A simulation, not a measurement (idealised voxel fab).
This section sets out a process module, namely voxel wiring stack.
Square cells of 5 nm make up the cross-section cut, whose width is 225 nm.
We lay out every cross-section as a grid of square cells and spell it out in bands from the top down, where one band means one or more rows of cells. For a band, the entry starts with two heights in nm, that of the top and then that of the bottom, and carries on with the band's materials in order from left to right, each alongside its width in nm; the word "edge to edge" beside a single material means it fills the band edge to edge, and "blank" means empty space. Height datum 0, below which the as-received substrate wafer is one material. Lowest band open at the bottom, running downward: "0 -> down". Note: "30 to 40" means the width goes from the first number (top row of the band) to the second number (bottom row) in equal steps per row of cells. Given "nothing changed" for a step, no cell of the cross-section differs between before and after that step. Voids not open to the top, 8 cells minimum: see "Enclosed void inventory". Written width x height at distance; distance is from the left edge; nm. Past the settings on a step's line: simulator remark, on that step. A step's line can hold "overlay nm"; with a mask on that step, the setting says how far right of the planned place the mask lay, while a negative setting says it lay to the left.

Here's what the planned process steps look like:
| 1 | RECEIVE,material Si |
| 2 | CONFORMAL_DEP,material SiO2,thk nm 15 |
| 3 | DIRECTIONAL_DEP,material TiN,thk nm 5 |
| 4 | DIRECTIONAL_DEP,material Ru,thk nm 20 |
| 5 | MASKED_ETCH,tone cover,mask id METAL_1,width nm 20,pitch nm 40,etch materials Ru,depth nm 20,overlay nm 0 |
| 6 | MASKED_ETCH,tone cover,mask id METAL_1,width nm 20,pitch nm 40,etch materials TiN,depth nm 5,overlay nm 0 |
| 7 | FILL_DEP,material lowk,thk nm 5 |
| 8 | CMP,height nm 40 |
| 9 | CONFORMAL_DEP,material SiCN,thk nm 5 |
| 10 | DIRECTIONAL_DEP,material SiO2,thk nm 20 |
| 11 | DIRECTIONAL_DEP,material aC,thk nm 10 |
| 12 | PATTERN,tone open,mask id PLUG_1,material resist,width nm 15,thk nm 25,overlay nm 0 |
| 13 | DIRECTIONAL_ETCH,etch materials aC,depth nm 10 |
| 14 | STRIP,etch materials resist |
| 15 | DIRECTIONAL_ETCH,etch materials SiO2,depth nm 20 |
| 16 | DIRECTIONAL_ETCH,etch materials SiCN,depth nm 5 |
| 17 | STRIP,etch materials aC |
| 18 | CONFORMAL_DEP,material TiN,thk nm 5 |
| 19 | FILL_DEP,material Ru,thk nm 10 |
| 20 | CMP,height nm 65 |
| 21 | CONFORMAL_DEP,material SiN,thk nm 5 |
| 22 | DIRECTIONAL_DEP,material SiO2,thk nm 20 |
| 23 | DIRECTIONAL_DEP,material aC,thk nm 15 |
| 24 | PATTERN,tone open,mask id METAL_2,material resist,width nm 20,pitch nm 40,thk nm 30,overlay nm 0 |
| 25 | DIRECTIONAL_ETCH,etch materials aC,depth nm 15 |
| 26 | STRIP,etch materials resist |
| 27 | DIRECTIONAL_ETCH,etch materials SiO2,depth nm 20 |
| 28 | DIRECTIONAL_ETCH,etch materials SiN,depth nm 5 |
| 29 | STRIP,etch materials aC |
| 30 | CONFORMAL_DEP,material TiN,thk nm 5 |
| 31 | FILL_DEP,material Cu,thk nm 5 |
| 32 | CMP,height nm 90 |
| 33 | EPI,material Ru,thk nm 5 |
| 34 | FILL_DEP,material SiCN,thk nm 5 |
| 35 | DIRECTIONAL_DEP,material SiO2,thk nm 30 |
| 36 | MASKED_ETCH,tone open,mask id METAL_3_HOLES,width nm 15,etch materials SiO2,depth nm 30,overlay nm 0 |
| 37 | MASKED_ETCH,tone open,mask id METAL_3,width nm 20,pitch nm 40,etch materials SiO2,depth nm 15,overlay nm 0 |
| 38 | MASKED_ETCH,tone open,mask id METAL_3,width nm 20,pitch nm 40,etch materials SiCN,depth nm 5,overlay nm 0 |
| 39 | CONFORMAL_DEP,material TiN,thk nm 5 |
| 40 | FILL_DEP,material Cu,thk nm 10 |
| 41 | CMP,height nm 130 |
| 42 | CONFORMAL_DEP,material SiN,thk nm 5 |

As-received state of the wafer in cross-section, equivalent to post-step 1:
    0 -> down  Si edge to edge
    Enclosed void inventory: none

Looking at the first of two wafers in cross-section at end of module - ran to plan:
    135 -> 130  SiN edge to edge
    130 -> 120  80 SiO2, then 5 TiN, then 10 Cu, then 5 TiN, then 20 SiO2, then 5 TiN, then 10 Cu, then 5 TiN, then 85 SiO2
    120 -> 115  80 SiO2, then 5 TiN, then 5 Cu, then 10 TiN, then 20 SiO2, then 20 TiN, then 85 SiO2
    115 -> 100  80 SiO2, then 5 TiN, then 5 Cu, then 5 TiN, then 130 SiO2
    100 -> 95  80 SiCN, then 15 TiN, then 130 SiCN
    95 -> 90  75 SiCN, then 30 Ru, then 10 SiCN, then 30 Ru, then 80 SiCN
    90 -> 70  80 SiO2, then 5 TiN, then 10 Cu, then 5 TiN, then 20 SiO2, then 5 TiN, then 10 Cu, then 5 TiN, then 85 SiO2
    70 -> 65  80 SiN, then 20 TiN, then 20 SiN, then 20 TiN, then 85 SiN
    65 -> 45  80 SiO2, then 5 TiN, then 5 Ru, then 5 TiN, then 130 SiO2
    45 -> 40  80 SiCN, then 15 TiN, then 130 SiCN
    40 -> 20  80 lowk, then 20 Ru, then 20 lowk, then 20 Ru, then 85 lowk
    20 -> 15  80 lowk, then 20 TiN, then 20 lowk, then 20 TiN, then 85 lowk
    15 -> 0  SiO2 edge to edge
    0 -> down  Si edge to edge
    Enclosed void inventory: none

So this is wafer number two of the two, cut at the end of the module - it started where the first did and had the same plan, we just got one thing wrong running it:
    135 -> 130  SiN edge to edge
    130 -> 120  80 SiO2, then 5 TiN, then 10 Cu, then 5 TiN, then 20 SiO2, then 5 TiN, then 10 Cu, then 5 TiN, then 85 SiO2
    120 -> 115  80 SiO2, then 5 TiN, then 5 Cu, then 10 TiN, then 20 SiO2, then 20 TiN, then 85 SiO2
    115 -> 100  80 SiO2, then 5 TiN, then 5 Cu, then 5 TiN, then 130 SiO2
    100 -> 95  80 SiCN, then 15 TiN, then 130 SiCN
    95 -> 90  75 SiCN, then 30 Ru, then 10 SiCN, then 30 Ru, then 80 SiCN
    90 -> 70  80 SiO2, then 5 TiN, then 10 Cu, then 5 TiN, then 20 SiO2, then 5 TiN, then 10 Cu, then 5 TiN, then 85 SiO2
    70 -> 65  80 SiN, then 20 TiN, then 20 SiN, then 20 TiN, then 85 SiN
    65 -> 60  80 SiCN, then 15 TiN, then 130 SiCN
    60 -> 40  SiO2 edge to edge
    40 -> 20  80 lowk, then 20 Ru, then 20 lowk, then 20 Ru, then 85 lowk
    20 -> 15  80 lowk, then 20 TiN, then 20 lowk, then 20 TiN, then 85 lowk
    15 -> 0  SiO2 edge to edge
    0 -> down  Si edge to edge
    Enclosed void inventory: none
Plan not followed: steps 9 and 10 of the plan were run in the wrong order, each in the other's place
at the end the second wafer has, in cells: -4 Ru | +12 SiO2 | -8 TiN
